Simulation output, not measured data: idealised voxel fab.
Process module under the name voxel capacitor over wiring
For reference, the cross-section in this document is cut, with width 185 nm and square cells of 5 nm.
Think of the cross-section as a grid of square cells. We describe it in bands, top to bottom, and each band covers one or more rows of those cells.
Band: top and bottom heights (nm) first, top before bottom; then materials from left to right, widths in nm. "throughout" marks a sole material filling the band edge to edge. "air" denotes empty space.
Height reference: 0 = level under which incoming wafer is all one material. Lowest band: no bottom, runs on downward, e.g. "top 0, no bottom".
Note: "30..40" means the width goes from the first number (top row of the band) to the second number (bottom row) in equal steps per row of cells.
Any step labelled "all unchanged" changed none of the cells in the cross-section.
"Unvented internal voids": sealed empty spaces, 8 cells or more, no open way to top, listed width x height at distance, with distance from the left edge and width, height and distance in nm.
Past the settings on a step's line: simulator remark, on that step.
Steps that use a mask can have "overlay nm" on their line. It says how far the mask sat to the right of where it was meant to be. Negative means to the left.

# List of planned process steps
- 1: RECEIVE: material Si
- 2: CONFORMAL_DEP: material SiO2, thk nm 15
- 3: DIRECTIONAL_DEP: material TiN, thk nm 5
- 4: DIRECTIONAL_DEP: material Ru, thk nm 15
- 5: MASKED_ETCH: tone cover, mask id METAL_1, width nm 30, pitch nm 100, etch materials Ru, depth nm 15, overlay nm 0
- 6: MASKED_ETCH: tone cover, mask id METAL_1, width nm 30, pitch nm 100, etch materials TiN, depth nm 5, overlay nm 0
- 7: FILL_DEP: material SiO2, thk nm 5
- 8: CMP: height nm 35
- 9: CONFORMAL_DEP: material SiCN, thk nm 5
- 10: DIRECTIONAL_DEP: material lowk, thk nm 15
- 11: DIRECTIONAL_DEP: material aC, thk nm 15
- 12: PATTERN: tone open, mask id PLUG_1, material resist, width nm 15, thk nm 35, overlay nm 0
- 13: DIRECTIONAL_ETCH: etch materials aC, depth nm 15
- 14: STRIP: etch materials resist
- 15: DIRECTIONAL_ETCH: etch materials lowk, depth nm 15
- 16: DIRECTIONAL_ETCH: etch materials SiCN, depth nm 5
- 17: STRIP: etch materials aC
- 18: CONFORMAL_DEP: material TiN, thk nm 5
- 19: FILL_DEP: material Cu, thk nm 5
- 20: CMP: height nm 55
- 21: DIRECTIONAL_DEP: material TiN, thk nm 10
- 22: DIRECTIONAL_DEP: material HfO2, thk nm 5
- 23: DIRECTIONAL_DEP: material TiN, thk nm 5
- 24: DIRECTIONAL_DEP: material aC, thk nm 10
- 25: PATTERN: tone cover, mask id UPPER_PLATE, material resist, width nm 75, thk nm 30, overlay nm 0
- 26: DIRECTIONAL_ETCH: etch materials aC, depth nm 10
- 27: STRIP: etch materials resist
- 28: DIRECTIONAL_ETCH: etch materials TiN, depth nm 5
- 29: DIRECTIONAL_ETCH: etch materials HfO2, depth nm 5
- 30: STRIP: etch materials aC
- 31: DIRECTIONAL_DEP: material aC, thk nm 15
- 32: PATTERN: tone cover, mask id LOWER_PLATE, material resist, width nm 85, thk nm 30, overlay nm 0
- 33: DIRECTIONAL_ETCH: etch materials aC, depth nm 15
- 34: STRIP: etch materials resist
- 35: DIRECTIONAL_ETCH: etch materials TiN, depth nm 10
- 36: STRIP: etch materials aC
- 37: FILL_DEP: material SiO2, thk nm 20
- 38: CMP: height nm 90
- 39: MASKED_ETCH: tone open, mask id PLUG_2, width nm 15, etch materials SiO2, depth nm 15, overlay nm 0
- 40: CONFORMAL_DEP: material TiN, thk nm 5
- 41: FILL_DEP: material Ru, thk nm 5
- 42: CMP: height nm 90
- 43: CONFORMAL_DEP: material SiCN, thk nm 5

# This is the cross-section of the wafer as we received it, i.e. after step 1
	top 0, no bottom  Si throughout
	Unvented internal voids: none

# Final wafer profile in cross-section after the module, from the same start and plan as above, with one mistake made during processing
	top 95, bottom 90  SiCN throughout
	top 90, bottom 80  SiO2 50, then TiN 5, then Ru 5, then TiN 5, then SiO2 120
	top 80, bottom 70  SiO2 50..40, then TiN 15..75, then SiO2 120..70
	top 70, bottom 65  SiO2 40, then HfO2 75, then SiO2 70
	top 65, bottom 55  SiO2 35, then TiN 85, then SiO2 65
	top 55, bottom 40  lowk 40, then TiN 5, then Cu 5, then TiN 5, then lowk 130
	top 40, bottom 35  SiCN 40, then TiN 15, then SiCN 130
	top 35, bottom 20  SiO2 30, then Ru 30, then SiO2 70, then Ru 30, then SiO2 25
	top 20, bottom 15  SiO2 25, then TiN 35, then SiO2 65, then TiN 35, then SiO2 25
	top 15, bottom 0  SiO2 throughout
	top 0, no bottom  Si throughout
	Unvented internal voids: none
So what did we get wrong on this run? step 5 went in with a setting other than planned; the actual run was MASKED_ETCH: tone cover, mask id METAL_1, width nm 30, pitch nm 100, etch materials Ru, depth nm 15, overlay nm 5
